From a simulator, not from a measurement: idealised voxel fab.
process module | voxel air gaps
cross-section cut | 210 nm wide | cells 5 nm
A cross-section is a grid of square cells, given in bands from the top down. A band is one or more rows of cells.
Each band's line starts with the height of the band's top and of its bottom, in nm. Then come its materials from left to right, each with its width in nm. One material with "throughout" fills the band from edge to edge. "air" is empty space.
Height 0 is the level under which the wafer as received is all one material. The lowest band goes on downwards, as in "0 down".
A width such as "30 to 40" changes by the same amount from each row of cells to the next, from the band's top row to its bottom row.
"no change" after a step means that no cell of the cross-section changed.
closed voids: empty space of 8 cells or more with no open way to the top, each as width x height at its distance from the left edge, in nm
after a step's settings: what the simulator itself notes on the step
overlay nm, on a step with a mask: how far to the right of its planned place the mask lay; to the left if negative
plan
1 op RECEIVE | material Si
2 op CONFORMAL_DEP | material SiO2 | thk nm 15
3 op CONFORMAL_DEP | material SiCN | thk nm 5
4 op DIRECTIONAL_DEP | material lowk | thk nm 40
5 op PATTERN | tone open | mask id LINES | material resist | width nm 15 | pitch nm 45 | thk nm 20 | overlay nm 0
6 op DIRECTIONAL_ETCH | etch materials lowk | depth nm 40
7 op STRIP | etch materials resist
8 op CONFORMAL_DEP | material TiN | thk nm 5
9 op FILL_DEP | material W | thk nm 10
10 op CMP | height nm 60
11 op EPI | material Ru | thk nm 10
12 op SELECTIVE_ETCH | etch materials lowk | depth nm 50
13 op CONFORMAL_DEP | material SiCN | thk nm 5
varied across the wafers: width nm of step 5. The plan shows the first wafer's value. All wafers start alike
first wafer as received, after step 1
  0 down: Si throughout
  closed voids: none
first wafer at the end, after step 13
  75 to 70: air 40 | SiCN 135 | air 35
  70 to 60: air 40 | SiCN 5 | Ru 35 | SiCN 10 | Ru 35 | SiCN 10 | Ru 35 | SiCN 5 | air 35
  60 to 55: air 40 | SiCN 15 | TiN 5 | W 5 | TiN 5 | SiCN 30 | TiN 5 | W 5 | TiN 5 | SiCN 30 | TiN 5 | W 5 | TiN 5 | SiCN 15 | air 35
  55 to 25: air 50 | SiCN 5 | TiN 5 | W 5 | TiN 5 | SiCN 5 | air 20 | SiCN 5 | TiN 5 | W 5 | TiN 5 | SiCN 5 | air 20 | SiCN 5 | TiN 5 | W 5 | TiN 5 | SiCN 5 | air 45
  25 to 20: SiCN 55 | TiN 15 | SiCN 30 | TiN 15 | SiCN 30 | TiN 15 | SiCN 50
  20 to 15: SiCN throughout
  15 to 0: SiO2 throughout
  0 down: Si throughout
  closed voids: 20 x 30 at 75; 20 x 30 at 120
last wafer at the end
  75 to 70: air 30 | SiCN 150 | air 30
  70 to 60: air 30 | SiCN 5 | Ru 140 | SiCN 5 | air 30
  60 to 55: air 30 | SiCN 15 | TiN 5 | W 20 | TiN 5 | lowk 15 | TiN 5 | W 20 | TiN 5 | lowk 15 | TiN 5 | W 20 | TiN 5 | SiCN 15 | air 30
  55 to 25: air 40 | SiCN 5 | TiN 5 | W 20 | TiN 5 | lowk 15 | TiN 5 | W 20 | TiN 5 | lowk 15 | TiN 5 | W 20 | TiN 5 | SiCN 5 | air 40
  25 to 20: SiCN 45 | TiN 30 | lowk 15 | TiN 30 | lowk 15 | TiN 30 | SiCN 45
  20 to 15: SiCN throughout
  15 to 0: SiO2 throughout
  0 down: Si throughout
  closed voids: none
each wafer at the end: cells of each material gained (+) or lost (-) since it was received, then its closed voids
width nm 15 | +42 Ru | +168 SiCN | +126 SiO2 | +51 TiN | +21 W | closed voids: 20 x 30 at 75; 20 x 30 at 120
width nm 20 | +48 Ru | +160 SiCN | +126 SiO2 | +54 TiN | +42 W | closed voids: 15 x 30 at 75; 15 x 30 at 120
width nm 25 | +54 Ru | +112 SiCN | +126 SiO2 | +57 TiN | +63 W | +64 lowk | closed voids: none
width nm 30 | +56 Ru | +112 SiCN | +126 SiO2 | +60 TiN | +84 W | +48 lowk | closed voids: none
